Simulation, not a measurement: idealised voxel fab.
The following process module bears the name voxel wiring stack.
Displayed cross-section: cut, width of 190 nm, square cells sized 5 nm.
In what follows, cross-sections appear as grids of square cells, described through bands that run from the top down, where every band is one or more rows of cells.
Band entry format. Leading values: height of top, height of bottom, nm. Remainder: materials in left-to-right order, each with its width in nm. Special words: "all across" on a single material, which then fills the band edge to edge; "blank", empty space.
Measure heights from 0. That's the level where, below it, the as-received wafer is all one material. The lowest band is bottomless and extends downward; write it as in "0 and below".
The expression "30..40" gives the width at the extremes of the band, the first number at its top row of cells and the second at its bottom row, with the width changing by equal amounts from each row to the next in between.
Any step labelled "no change occurred" changed none of the cells in the cross-section.
Basically, "Sealed voids" tells you about the enclosed voids: empty spaces with no open way to the top, 8 cells or bigger, each written width x height at distance, where distance is from the left edge, all in nm.
That trailing text on a step's line, after the settings, is the simulator's own remark on the step.
Regarding "overlay nm": on a step with a mask, it is the distance the mask lay to the right of its planned place; a negative value places it to the left.

PROCESS STEPS - PLAN
1 RECEIVE | material Si
2 CONFORMAL_DEP | material SiO2 | thk nm 15
3 CONFORMAL_DEP | material SiN | thk nm 5
4 DIRECTIONAL_DEP | material lowk | thk nm 25
5 PATTERN | tone open | mask id METAL_1 | material resist | width nm 20 | pitch nm 40 | thk nm 15 | overlay nm 0
6 DIRECTIONAL_ETCH | etch materials lowk | depth nm 25
7 DIRECTIONAL_ETCH | etch materials SiN | depth nm 5
8 STRIP | etch materials resist
9 CONFORMAL_DEP | material TiN | thk nm 5
10 FILL_DEP | material W | thk nm 10
11 CMP | height nm 45
12 EPI | material Ru | thk nm 5
13 FILL_DEP | material SiCN | thk nm 5
14 DIRECTIONAL_DEP | material lowk | thk nm 30
15 DIRECTIONAL_DEP | material aC | thk nm 10
16 PATTERN | tone open | mask id METAL_2 | material resist | width nm 20 | pitch nm 40 | thk nm 25 | overlay nm 0
17 DIRECTIONAL_ETCH | etch materials aC | depth nm 10
18 STRIP | etch materials resist
19 DIRECTIONAL_ETCH | etch materials lowk | depth nm 20
20 STRIP | etch materials aC
21 PATTERN | tone open | mask id METAL_2_HOLES | material resist | width nm 15 | pitch nm 40 | thk nm 20 | overlay nm 0
22 DIRECTIONAL_ETCH | etch materials lowk | depth nm 10
23 DIRECTIONAL_ETCH | etch materials SiCN | depth nm 5
24 STRIP | etch materials resist
25 CONFORMAL_DEP | material TiN | thk nm 5
26 FILL_DEP | material Ru | thk nm 5
27 CMP | height nm 85
28 CONFORMAL_DEP | material SiCN | thk nm 5
29 DIRECTIONAL_DEP | material lowk | thk nm 15
30 DIRECTIONAL_DEP | material aC | thk nm 15
31 PATTERN | tone open | mask id PLUG_2 | material resist | width nm 15 | thk nm 30 | overlay nm 0
32 DIRECTIONAL_ETCH | etch materials aC | depth nm 15
33 STRIP | etch materials resist
34 DIRECTIONAL_ETCH | etch materials lowk | depth nm 15
35 DIRECTIONAL_ETCH | etch materials SiCN | depth nm 5
36 STRIP | etch materials aC
37 CONFORMAL_DEP | material TiN | thk nm 5
38 FILL_DEP | material Cu | thk nm 5
39 CMP | height nm 105
40 CONFORMAL_DEP | material SiCN | thk nm 5
41 DIRECTIONAL_DEP | material SiO2 | thk nm 15
42 PATTERN | tone open | mask id METAL_3 | material resist | width nm 20 | pitch nm 40 | thk nm 20 | overlay nm 0
43 DIRECTIONAL_ETCH | etch materials SiO2 | depth nm 15
44 DIRECTIONAL_ETCH | etch materials SiCN | depth nm 5
45 STRIP | etch materials resist
46 CONFORMAL_DEP | material TiN | thk nm 5
47 FILL_DEP | material Cu | thk nm 10
48 CMP | height nm 125
49 CONFORMAL_DEP | material SiN | thk nm 5

FIRST OF TWO WAFERS, WITH THE RUN CARRIED OUT AS PLANNED

AS RECEIVED, AFTER STEP 1
- 0 and below: Si all across
- Sealed voids: none

SECTIONAL VIEW: WAFER, AFTER STEP 2
- 15 down to 0: SiO2 all across
- Under the height 0 nothing was changed.

SECTIONAL VIEW: WAFER, AFTER STEP 3
- 20 down to 15: SiN all across
- Under the height 15 nothing was changed.

SECTIONAL VIEW: WAFER, AFTER STEP 4
- 45 down to 20: lowk all across
- Under the height 20 nothing was changed.

SECTIONAL VIEW: WAFER, AFTER STEP 5
- 60 down to 45: resist (65); blank (20); resist (20); blank (20); resist (65)
- Under the height 45 nothing was changed.

SECTIONAL VIEW: WAFER, AFTER STEP 6
- 60 down to 45: resist (65); blank (20); resist (20); blank (20); resist (65)
- 45 down to 20: lowk (65); blank (20); lowk (20); blank (20); lowk (65)
- Under the height 20 nothing was changed.

SECTIONAL VIEW: WAFER, AFTER STEP 7
- 60 down to 45: resist (65); blank (20); resist (20); blank (20); resist (65)
- 45 down to 20: lowk (65); blank (20); lowk (20); blank (20); lowk (65)
- 20 down to 15: SiN (65); blank (20); SiN (20); blank (20); SiN (65)
- Under the height 15 nothing was changed.

SECTIONAL VIEW: WAFER, AFTER STEP 8
- 45 down to 20: lowk (65); blank (20); lowk (20); blank (20); lowk (65)
- Under the height 20 nothing was changed.

SECTIONAL VIEW: WAFER, AFTER STEP 9
- 50 down to 45: TiN (70); blank (10); TiN (30); blank (10); TiN (70)
- 45 down to 20: lowk (65); TiN (5); blank (10); TiN (5); lowk (20); TiN (5); blank (10); TiN (5); lowk (65)
- 20 down to 15: SiN (65); TiN (20); SiN (20); TiN (20); SiN (65)
- Under the height 15 nothing was changed.

SECTIONAL VIEW: WAFER, AFTER STEP 10
- 60 down to 50: W all across
- 50 down to 45: TiN (70); W (10); TiN (30); W (10); TiN (70)
- 45 down to 20: lowk (65); TiN (5); W (10); TiN (5); lowk (20); TiN (5); W (10); TiN (5); lowk (65)
- Under the height 20 nothing was changed.

SECTIONAL VIEW: WAFER, AFTER STEP 11
- 45 down to 20: lowk (65); TiN (5); W (10); TiN (5); lowk (20); TiN (5); W (10); TiN (5); lowk (65)
- Under the height 20 nothing was changed.

SECTIONAL VIEW: WAFER, AFTER STEP 12
- 50 down to 45: blank (60); Ru (30); blank (10); Ru (30); blank (60)
- Under the height 45 nothing was changed.

SECTIONAL VIEW: WAFER, AFTER STEP 13
- 55 down to 50: SiCN all across
- 50 down to 45: SiCN (60); Ru (30); SiCN (10); Ru (30); SiCN (60)
- Under the height 45 nothing was changed.

SECTIONAL VIEW: WAFER, AFTER STEP 14
- 85 down to 55: lowk all across
- Under the height 55 nothing was changed.

SECTIONAL VIEW: WAFER, AFTER STEP 15
- 95 down to 85: aC all across
- Under the height 85 nothing was changed.

SECTIONAL VIEW: WAFER, AFTER STEP 16
- 120 down to 95: resist (65); blank (20); resist (20); blank (20); resist (65)
- Under the height 95 nothing was changed.

SECTIONAL VIEW: WAFER, AFTER STEP 17
- 110 down to 95: resist (65); blank (20); resist (20); blank (20); resist (65)
- 95 down to 85: aC (65); blank (20); aC (20); blank (20); aC (65)
- Under the height 85 nothing was changed.

SECTIONAL VIEW: WAFER, AFTER STEP 18
- 95 down to 85: aC (65); blank (20); aC (20); blank (20); aC (65)
- Under the height 85 nothing was changed.

SECTIONAL VIEW: WAFER, AFTER STEP 19
- 95 down to 85: aC (65); blank (20); aC (20); blank (20); aC (65)
- 85 down to 65: lowk (65); blank (20); lowk (20); blank (20); lowk (65)
- Under the height 65 nothing was changed.

SECTIONAL VIEW: WAFER, AFTER STEP 20
- 85 down to 65: lowk (65); blank (20); lowk (20); blank (20); lowk (65)
- Under the height 65 nothing was changed.

SECTIONAL VIEW: WAFER, AFTER STEP 21
- 105 down to 85: resist (65); blank (15); resist (25); blank (15); resist (70)
- 85 down to 65: lowk (65); blank (15); resist (5); lowk (20); blank (15); resist (5); lowk (65)
- Under the height 65 nothing was changed.

SECTIONAL VIEW: WAFER, AFTER STEP 22
- 105 down to 85: resist (65); blank (15); resist (25); blank (15); resist (70)
- 85 down to 65: lowk (65); blank (15); resist (5); lowk (20); blank (15); resist (5); lowk (65)
- 65 down to 55: lowk (65); blank (15); lowk (25); blank (15); lowk (70)
- Under the height 55 nothing was changed.

SECTIONAL VIEW: WAFER, AFTER STEP 23
- 105 down to 85: resist (65); blank (15); resist (25); blank (15); resist (70)
- 85 down to 65: lowk (65); blank (15); resist (5); lowk (20); blank (15); resist (5); lowk (65)
- 65 down to 55: lowk (65); blank (15); lowk (25); blank (15); lowk (70)
- 55 down to 50: SiCN (65); blank (15); SiCN (25); blank (15); SiCN (70)
- Under the height 50 nothing was changed.

SECTIONAL VIEW: WAFER, AFTER STEP 24
- 85 down to 65: lowk (65); blank (20); lowk (20); blank (20); lowk (65)
- Under the height 65 nothing was changed.

SECTIONAL VIEW: WAFER, AFTER STEP 25
- 90 down to 85: TiN (70); blank (10); TiN (30); blank (10); TiN (70)
- 85 down to 70: lowk (65); TiN (5); blank (10); TiN (5); lowk (20); TiN (5); blank (10); TiN (5); lowk (65)
- 70 down to 65: lowk (65); TiN (5); blank (5); TiN (10); lowk (20); TiN (5); blank (5); TiN (10); lowk (65)
- 65 down to 55: lowk (65); TiN (5); blank (5); TiN (5); lowk (25); TiN (5); blank (5); TiN (5); lowk (70)
- 55 down to 50: SiCN (65); TiN (15); SiCN (25); TiN (15); SiCN (70)
- Under the height 50 nothing was changed.

SECTIONAL VIEW: WAFER, AFTER STEP 26
- 95 down to 90: Ru all across
- 90 down to 85: TiN (70); Ru (10); TiN (30); Ru (10); TiN (70)
- 85 down to 70: lowk (65); TiN (5); Ru (10); TiN (5); lowk (20); TiN (5); Ru (10); TiN (5); lowk (65)
- 70 down to 65: lowk (65); TiN (5); Ru (5); TiN (10); lowk (20); TiN (5); Ru (5); TiN (10); lowk (65)
- 65 down to 55: lowk (65); TiN (5); Ru (5); TiN (5); lowk (25); TiN (5); Ru (5); TiN (5); lowk (70)
- Under the height 55 nothing was changed.

SECTIONAL VIEW: WAFER, AFTER STEP 27
- 85 down to 70: lowk (65); TiN (5); Ru (10); TiN (5); lowk (20); TiN (5); Ru (10); TiN (5); lowk (65)
- Under the height 70 nothing was changed.

SECTIONAL VIEW: WAFER, AFTER STEP 28
- 90 down to 85: SiCN all across
- Under the height 85 nothing was changed.

SECTIONAL VIEW: WAFER, AFTER STEP 29
- 105 down to 90: lowk all across
- Under the height 90 nothing was changed.

SECTIONAL VIEW: WAFER, AFTER STEP 30
- 120 down to 105: aC all across
- Under the height 105 nothing was changed.

SECTIONAL VIEW: WAFER, AFTER STEP 31
- 150 down to 120: resist (65); blank (15); resist (110)
- Under the height 120 nothing was changed.

SECTIONAL VIEW: WAFER, AFTER STEP 32
- 135 down to 120: resist (65); blank (15); resist (110)
- 120 down to 105: aC (65); blank (15); aC (110)
- Under the height 105 nothing was changed.

SECTIONAL VIEW: WAFER, AFTER STEP 33
- 120 down to 105: aC (65); blank (15); aC (110)
- Under the height 105 nothing was changed.

SECTIONAL VIEW: WAFER, AFTER STEP 34
- 120 down to 105: aC (65); blank (15); aC (110)
- 105 down to 90: lowk (65); blank (15); lowk (110)
- Under the height 90 nothing was changed.

SECTIONAL VIEW: WAFER, AFTER STEP 35
- 120 down to 105: aC (65); blank (15); aC (110)
- 105 down to 90: lowk (65); blank (15); lowk (110)
- 90 down to 85: SiCN (65); blank (15); SiCN (110)
- Under the height 85 nothing was changed.

SECTIONAL VIEW: WAFER, AFTER STEP 36
- 105 down to 90: lowk (65); blank (15); lowk (110)
- Under the height 90 nothing was changed.

SECTIONAL VIEW: WAFER, AFTER STEP 37
- 110 down to 105: TiN (70); blank (5); TiN (115)
- 105 down to 90: lowk (65); TiN (5); blank (5); TiN (5); lowk (110)
- 90 down to 85: SiCN (65); TiN (15); SiCN (110)
- Under the height 85 nothing was changed.

SECTIONAL VIEW: WAFER, AFTER STEP 38
- 115 down to 110: Cu all across
- 110 down to 105: TiN (70); Cu (5); TiN (115)
- 105 down to 90: lowk (65); TiN (5); Cu (5); TiN (5); lowk (110)
- Under the height 90 nothing was changed.

SECTIONAL VIEW: WAFER, AFTER STEP 39
- 105 down to 90: lowk (65); TiN (5); Cu (5); TiN (5); lowk (110)
- Under the height 90 nothing was changed.

SECTIONAL VIEW: WAFER, AFTER STEP 40
- 110 down to 105: SiCN all across
- Under the height 105 nothing was changed.

SECTIONAL VIEW: WAFER, AFTER STEP 41
- 125 down to 110: SiO2 all across
- Under the height 110 nothing was changed.

SECTIONAL VIEW: WAFER, AFTER STEP 42
- 145 down to 125: resist (65); blank (20); resist (20); blank (20); resist (65)
- Under the height 125 nothing was changed.

SECTIONAL VIEW: WAFER, AFTER STEP 43
- 145 down to 125: resist (65); blank (20); resist (20); blank (20); resist (65)
- 125 down to 110: SiO2 (65); blank (20); SiO2 (20); blank (20); SiO2 (65)
- Under the height 110 nothing was changed.

SECTIONAL VIEW: WAFER, AFTER STEP 44
- 145 down to 125: resist (65); blank (20); resist (20); blank (20); resist (65)
- 125 down to 110: SiO2 (65); blank (20); SiO2 (20); blank (20); SiO2 (65)
- 110 down to 105: SiCN (65); blank (20); SiCN (20); blank (20); SiCN (65)
- Under the height 105 nothing was changed.

SECTIONAL VIEW: WAFER, AFTER STEP 45
- 125 down to 110: SiO2 (65); blank (20); SiO2 (20); blank (20); SiO2 (65)
- Under the height 110 nothing was changed.

SECTIONAL VIEW: WAFER, AFTER STEP 46
- 130 down to 125: TiN (70); blank (10); TiN (30); blank (10); TiN (70)
- 125 down to 110: SiO2 (65); TiN (5); blank (10); TiN (5); SiO2 (20); TiN (5); blank (10); TiN (5); SiO2 (65)
- 110 down to 105: SiCN (65); TiN (20); SiCN (20); TiN (20); SiCN (65)
- Under the height 105 nothing was changed.

SECTIONAL VIEW: WAFER, AFTER STEP 47
- 140 down to 130: Cu all across
- 130 down to 125: TiN (70); Cu (10); TiN (30); Cu (10); TiN (70)
- 125 down to 110: SiO2 (65); TiN (5); Cu (10); TiN (5); SiO2 (20); TiN (5); Cu (10); TiN (5); SiO2 (65)
- Under the height 110 nothing was changed.

SECTIONAL VIEW: WAFER, AFTER STEP 48
- 125 down to 110: SiO2 (65); TiN (5); Cu (10); TiN (5); SiO2 (20); TiN (5); Cu (10); TiN (5); SiO2 (65)
- Under the height 110 nothing was changed.

SECTIONAL VIEW: WAFER, AFTER STEP 49
- 130 down to 125: SiN all across
- Under the height 125 nothing was changed.

THE SECOND WAFER BEGAN EXACTLY AS THE FIRST DID AND FOLLOWED THE SAME PLAN, BUT ONE MISTAKE WAS MADE WHILE RUNNING IT; THROUGH STEP 20 INCLUSIVE, THE TWO WAFERS ARE IDENTICAL

SECOND WAFER, SECTIONED VIEW, AT STEP 21'S PLANNED END TIME
- 105 down to 85: blank (65); resist (15); blank (25); resist (15); blank (70)
- 85 down to 65: lowk (65); resist (15); blank (5); lowk (20); resist (15); blank (5); lowk (65)
- Under the height 65 nothing was changed.

SECOND WAFER, SECTIONED VIEW, AT STEP 22'S PLANNED END TIME
- 105 down to 75: blank (65); resist (15); blank (25); resist (15); blank (70)
- 75 down to 65: lowk (65); resist (15); blank (5); lowk (20); resist (15); blank (5); lowk (65)
- 65 down to 55: lowk (80); blank (5); lowk (35); blank (5); lowk (65)
- Under the height 55 nothing was changed.

SECOND WAFER, SECTIONED VIEW, AT STEP 23'S PLANNED END TIME
- 105 down to 75: blank (65); resist (15); blank (25); resist (15); blank (70)
- 75 down to 65: lowk (65); resist (15); blank (5); lowk (20); resist (15); blank (5); lowk (65)
- 65 down to 55: lowk (80); blank (5); lowk (35); blank (5); lowk (65)
- 55 down to 50: SiCN (80); blank (5); SiCN (35); blank (5); SiCN (65)
- Under the height 50 nothing was changed.

SECOND WAFER, SECTIONED VIEW, AT STEP 24'S PLANNED END TIME
- 75 down to 65: lowk (65); blank (20); lowk (20); blank (20); lowk (65)
- Under the height 65 nothing was changed.

SECOND WAFER, SECTIONED VIEW, AT STEP 25'S PLANNED END TIME
- 80 down to 75: TiN (70); blank (10); TiN (30); blank (10); TiN (70)
- 75 down to 70: lowk (65); TiN (5); blank (10); TiN (5); lowk (20); TiN (5); blank (10); TiN (5); lowk (65)
- 70 down to 65: lowk (65); TiN (20); lowk (20); TiN (20); lowk (65)
- 65 down to 55: lowk (80); TiN (5); lowk (35); TiN (5); lowk (65)
- 55 down to 50: SiCN (80); TiN (5); SiCN (35); TiN (5); SiCN (65)
- Under the height 50 nothing was changed.

SECOND WAFER, SECTIONED VIEW, AT STEP 26'S PLANNED END TIME
- 85 down to 80: Ru all across
- 80 down to 75: TiN (70); Ru (10); TiN (30); Ru (10); TiN (70)
- 75 down to 70: lowk (65); TiN (5); Ru (10); TiN (5); lowk (20); TiN (5); Ru (10); TiN (5); lowk (65)
- Under the height 70 nothing was changed.

Second wafer, sectioned view, at step 27's planned end time: no change occurred

SECOND WAFER, SECTIONED VIEW, AT STEP 28'S PLANNED END TIME
- 90 down to 85: SiCN all across
- Under the height 85 nothing was changed.

SECOND WAFER, SECTIONED VIEW, AT STEP 29'S PLANNED END TIME
- 105 down to 90: lowk all across
- Under the height 90 nothing was changed.

SECOND WAFER, SECTIONED VIEW, AT STEP 30'S PLANNED END TIME
- 120 down to 105: aC all across
- Under the height 105 nothing was changed.

SECOND WAFER, SECTIONED VIEW, AT STEP 31'S PLANNED END TIME
- 150 down to 120: resist (65); blank (15); resist (110)
- Under the height 120 nothing was changed.

SECOND WAFER, SECTIONED VIEW, AT STEP 32'S PLANNED END TIME
- 135 down to 120: resist (65); blank (15); resist (110)
- 120 down to 105: aC (65); blank (15); aC (110)
- Under the height 105 nothing was changed.

SECOND WAFER, SECTIONED VIEW, AT STEP 33'S PLANNED END TIME
- 120 down to 105: aC (65); blank (15); aC (110)
- Under the height 105 nothing was changed.

SECOND WAFER, SECTIONED VIEW, AT STEP 34'S PLANNED END TIME
- 120 down to 105: aC (65); blank (15); aC (110)
- 105 down to 90: lowk (65); blank (15); lowk (110)
- Under the height 90 nothing was changed.

SECOND WAFER, SECTIONED VIEW, AT STEP 35'S PLANNED END TIME
- 120 down to 105: aC (65); blank (15); aC (110)
- 105 down to 90: lowk (65); blank (15); lowk (110)
- 90 down to 85: SiCN (65); blank (15); SiCN (110)
- Under the height 85 nothing was changed.

SECOND WAFER, SECTIONED VIEW, AT STEP 36'S PLANNED END TIME
- 105 down to 90: lowk (65); blank (15); lowk (110)
- Under the height 90 nothing was changed.

SECOND WAFER, SECTIONED VIEW, AT STEP 37'S PLANNED END TIME
- 110 down to 105: TiN (70); blank (5); TiN (115)
- 105 down to 90: lowk (65); TiN (5); blank (5); TiN (5); lowk (110)
- 90 down to 85: SiCN (65); TiN (15); SiCN (110)
- Under the height 85 nothing was changed.

SECOND WAFER, SECTIONED VIEW, AT STEP 38'S PLANNED END TIME
- 115 down to 110: Cu all across
- 110 down to 105: TiN (70); Cu (5); TiN (115)
- 105 down to 90: lowk (65); TiN (5); Cu (5); TiN (5); lowk (110)
- Under the height 90 nothing was changed.

SECOND WAFER, SECTIONED VIEW, AT STEP 39'S PLANNED END TIME
- 105 down to 90: lowk (65); TiN (5); Cu (5); TiN (5); lowk (110)
- Under the height 90 nothing was changed.

SECOND WAFER, SECTIONED VIEW, AT STEP 40'S PLANNED END TIME
- 110 down to 105: SiCN all across
- Under the height 105 nothing was changed.

SECOND WAFER, SECTIONED VIEW, AT STEP 41'S PLANNED END TIME
- 125 down to 110: SiO2 all across
- Under the height 110 nothing was changed.

SECOND WAFER, SECTIONED VIEW, AT STEP 42'S PLANNED END TIME
- 145 down to 125: resist (65); blank (20); resist (20); blank (20); resist (65)
- Under the height 125 nothing was changed.

SECOND WAFER, SECTIONED VIEW, AT STEP 43'S PLANNED END TIME
- 145 down to 125: resist (65); blank (20); resist (20); blank (20); resist (65)
- 125 down to 110: SiO2 (65); blank (20); SiO2 (20); blank (20); SiO2 (65)
- Under the height 110 nothing was changed.

SECOND WAFER, SECTIONED VIEW, AT STEP 44'S PLANNED END TIME
- 145 down to 125: resist (65); blank (20); resist (20); blank (20); resist (65)
- 125 down to 110: SiO2 (65); blank (20); SiO2 (20); blank (20); SiO2 (65)
- 110 down to 105: SiCN (65); blank (20); SiCN (20); blank (20); SiCN (65)
- Under the height 105 nothing was changed.

SECOND WAFER, SECTIONED VIEW, AT STEP 45'S PLANNED END TIME
- 125 down to 110: SiO2 (65); blank (20); SiO2 (20); blank (20); SiO2 (65)
- Under the height 110 nothing was changed.

SECOND WAFER, SECTIONED VIEW, AT STEP 46'S PLANNED END TIME
- 130 down to 125: TiN (70); blank (10); TiN (30); blank (10); TiN (70)
- 125 down to 110: SiO2 (65); TiN (5); blank (10); TiN (5); SiO2 (20); TiN (5); blank (10); TiN (5); SiO2 (65)
- 110 down to 105: SiCN (65); TiN (20); SiCN (20); TiN (20); SiCN (65)
- Under the height 105 nothing was changed.

SECOND WAFER, SECTIONED VIEW, AT STEP 47'S PLANNED END TIME
- 140 down to 130: Cu all across
- 130 down to 125: TiN (70); Cu (10); TiN (30); Cu (10); TiN (70)
- 125 down to 110: SiO2 (65); TiN (5); Cu (10); TiN (5); SiO2 (20); TiN (5); Cu (10); TiN (5); SiO2 (65)
- Under the height 110 nothing was changed.

SECOND WAFER, SECTIONED VIEW, AT STEP 48'S PLANNED END TIME
- 125 down to 110: SiO2 (65); TiN (5); Cu (10); TiN (5); SiO2 (20); TiN (5); Cu (10); TiN (5); SiO2 (65)
- Under the height 110 nothing was changed.

SECOND WAFER, SECTIONED VIEW, AT STEP 49'S PLANNED END TIME
- 130 down to 125: SiN all across
- Under the height 125 nothing was changed.
What was the processing mistake? step 21 ran differently from the plan; actual operation with settings: PATTERN | tone cover | mask id METAL_2_HOLES | material resist | width nm 15 | pitch nm 40 | thk nm 20 | overlay nm 0
Looking at both finished wafers in cells, the second ends up ahead of or behind the first on some materials: 28 more of Ru, 4 more of SiCN, 20 more of TiN, 52 fewer of lowk
